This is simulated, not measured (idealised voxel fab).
The following process module bears the name voxel transistor to metal.
Square cell edge 5 nm, section width 215 nm, ID cut.
Cross-section, as written here: a square-cell grid given band by band from the top down, where a band holds one or more rows of cells. First you get the band's top height and its bottom height, in nm, and then the materials it's made of, left to right, with each width in nm. If you see a single material with "everywhere", that one covers the band edge to edge. "air" is empty space. Heights are measured from 0, the level below which the as-received wafer is all one material; the lowest band has no bottom and continues downward, written as in "from 0 down". The width entry "30->40" should be interpreted row by row: the top row of cells in the band takes the first number, the bottom row takes the second number, and the change between adjacent rows is uniform throughout. Take "same as before" at face value: in the step it is given for, the cross-section changed in none of its cells. "Sealed internal voids" enumerates empty spaces isolated from the top, with no open way to it, that contain at least 8 cells, giving each as width x height at distance from the left edge, all three in nm. Heads up: the bit after the settings on a step's line is the simulator's remark on that step. Regarding "overlay nm": on a step with a mask, it is the distance the mask lay to the right of its planned place; a negative value places it to the left.

### The following list gives the planned process steps
1) RECEIVE [material Si]
2) CONFORMAL_DEP [material SiO2] [thk nm 5]
3) CONFORMAL_DEP [material SiN] [thk nm 10]
4) DIRECTIONAL_DEP [material aC] [thk nm 15]
5) PATTERN [tone cover] [mask id ACTIVE] [material resist] [width nm 115] [thk nm 30] [overlay nm 0]
6) DIRECTIONAL_ETCH [etch materials aC] [depth nm 15]
7) STRIP [etch materials resist]
8) DIRECTIONAL_ETCH [etch materials SiN] [depth nm 10]
9) DIRECTIONAL_ETCH [etch materials SiO2] [depth nm 5]
10) DIRECTIONAL_ETCH [etch materials Si] [depth nm 25]
11) STRIP [etch materials aC]
12) OXIDIZE [depth nm 5]
13) FILL_DEP [material SiO2] [thk nm 15]
14) CMP [height nm 15]
15) SELECTIVE_ETCH [etch materials SiO2] [depth nm 10]
16) STRIP [etch materials SiN]
17) SELECTIVE_ETCH [etch materials SiO2] [depth nm 5]
18) OXIDIZE [depth nm 5]
19) DIRECTIONAL_DEP [material polySi] [thk nm 25]
20) DIRECTIONAL_DEP [material SiCN] [thk nm 15]
21) DIRECTIONAL_DEP [material aC] [thk nm 15]
22) PATTERN [tone cover] [mask id GATE] [material resist] [width nm 25] [thk nm 35] [overlay nm 0]
23) DIRECTIONAL_ETCH [etch materials aC] [depth nm 15]
24) STRIP [etch materials resist]
25) DIRECTIONAL_ETCH [etch materials SiCN] [depth nm 25]
26) DIRECTIONAL_ETCH [etch materials polySi] [depth nm 35]
27) STRIP [etch materials aC]
28) CONFORMAL_DEP [material SiN] [thk nm 10]
29) DIRECTIONAL_ETCH [etch materials SiN] [depth nm 10]
30) DIRECTIONAL_ETCH [etch materials SiO2] [depth nm 5]
31) DIRECTIONAL_ETCH [etch materials Si] [depth nm 5]
32) EPI [material pSi] [thk nm 5]
33) FILL_DEP [material SiO2] [thk nm 10]
34) CMP [height nm 25]
35) STRIP [etch materials polySi]
36) SELECTIVE_ETCH [etch materials SiO2] [depth nm 5]
37) CONFORMAL_DEP [material HfO2] [thk nm 5]
38) CONFORMAL_DEP [material TiN] [thk nm 5]
39) FILL_DEP [material W] [thk nm 10]
40) CMP [height nm 20]
41) DIRECTIONAL_DEP [material SiO2] [thk nm 15]
42) DIRECTIONAL_DEP [material aC] [thk nm 15]
43) PATTERN [tone open] [mask id CONTACT] [material resist] [width nm 20] [pitch nm 75] [thk nm 35] [overlay nm 0]
44) DIRECTIONAL_ETCH [etch materials aC] [depth nm 15]
45) STRIP [etch materials resist]
46) DIRECTIONAL_ETCH [etch materials SiO2] [depth nm 40]
47) STRIP [etch materials aC]
48) CONFORMAL_DEP [material TiN] [thk nm 5]
49) FILL_DEP [material W] [thk nm 10]
50) CMP [height nm 35]
51) DIRECTIONAL_DEP [material TiN] [thk nm 5]
52) DIRECTIONAL_DEP [material W] [thk nm 25]
53) DIRECTIONAL_DEP [material aC] [thk nm 10]
54) PATTERN [tone cover] [mask id METAL_1] [material resist] [width nm 20] [pitch nm 75] [thk nm 25] [overlay nm 0]
55) DIRECTIONAL_ETCH [etch materials aC] [depth nm 10]
56) STRIP [etch materials resist]
57) DIRECTIONAL_ETCH [etch materials W] [depth nm 25]
58) DIRECTIONAL_ETCH [etch materials TiN] [depth nm 5]
59) STRIP [etch materials aC]
60) FILL_DEP [material SiO2] [thk nm 10]
61) CMP [height nm 65]
62) CONFORMAL_DEP [material SiCN] [thk nm 5]
63) DIRECTIONAL_DEP [material SiO2] [thk nm 35]
64) MASKED_ETCH [tone open] [mask id METAL_2] [width nm 20] [pitch nm 75] [etch materials SiO2] [depth nm 20] [overlay nm 0]
65) PATTERN [tone open] [mask id METAL_2_HOLES] [material resist] [width nm 15] [pitch nm 75] [thk nm 20] [overlay nm 0]
66) DIRECTIONAL_ETCH [etch materials SiO2] [depth nm 15]
67) DIRECTIONAL_ETCH [etch materials SiCN] [depth nm 5]
68) STRIP [etch materials resist]
69) CONFORMAL_DEP [material TiN] [thk nm 5]
70) FILL_DEP [material Ru] [thk nm 5]
71) CMP [height nm 105]
72) CONFORMAL_DEP [material SiN] [thk nm 5]

### Incoming wafer, cross-sectional view, post step 1
* from 0 down: Si everywhere
* Sealed internal voids: none

### Below is the wafer in cross-section after the module was completed. It began from the starting point shown above and followed the plan shown above, except that one mistake was made while running it
* from 110 to 105: SiN everywhere
* from 105 to 90: SiO2 (60), TiN (5), Ru (10), TiN (5), SiO2 (55), TiN (5), Ru (10), TiN (5), SiO2 (60)
* from 90 to 85: SiO2 (60), TiN (5), Ru (5), TiN (10), SiO2 (55), TiN (5), Ru (5), TiN (10), SiO2 (60)
* from 85 to 70: SiO2 (60), TiN (5), Ru (5), TiN (5), SiO2 (60), TiN (5), Ru (5), TiN (5), SiO2 (65)
* from 70 to 65: SiCN (60), TiN (15), SiCN (60), TiN (15), SiCN (65)
* from 65 to 40: SiO2 (60), W (20), SiO2 (55), W (20), SiO2 (60)
* from 40 to 35: SiO2 (60), TiN (20), SiO2 (55), TiN (20), SiO2 (60)
* from 35 to 20: SiO2 (60), TiN (5), W (10), TiN (5), SiO2 (55), TiN (5), W (10), TiN (5), SiO2 (60)
* from 20 to 5: SiO2 (60), TiN (5), W (10), TiN (5), SiO2 (5), SiN (10), TiN (5), HfO2 (5), W (5), HfO2 (5), TiN (5), SiN (10), SiO2 (5), TiN (5), W (10), TiN (5), SiO2 (60)
* from 5 to 0: SiO2 (60), TiN (5), W (10), TiN (5), SiO2 (5), SiN (10), TiN (5), HfO2 (15), TiN (5), SiN (10), SiO2 (5), TiN (5), W (10), TiN (5), SiO2 (60)
* from 0 to -5: SiO2 (60), TiN (20), pSi (5), SiO2 (5), TiN (35), SiO2 (5), pSi (5), TiN (20), SiO2 (60)
* from -5 to -10: SiO2 (55), pSi (30), Si (45), pSi (30), SiO2 (55)
* from -10 to -30: SiO2 (55), Si (105), SiO2 (55)
* from -30 down: Si everywhere
* Sealed internal voids: none
Finding, execution versus plan: steps 37 and 38 of the plan were run in the wrong order, each in the other's place
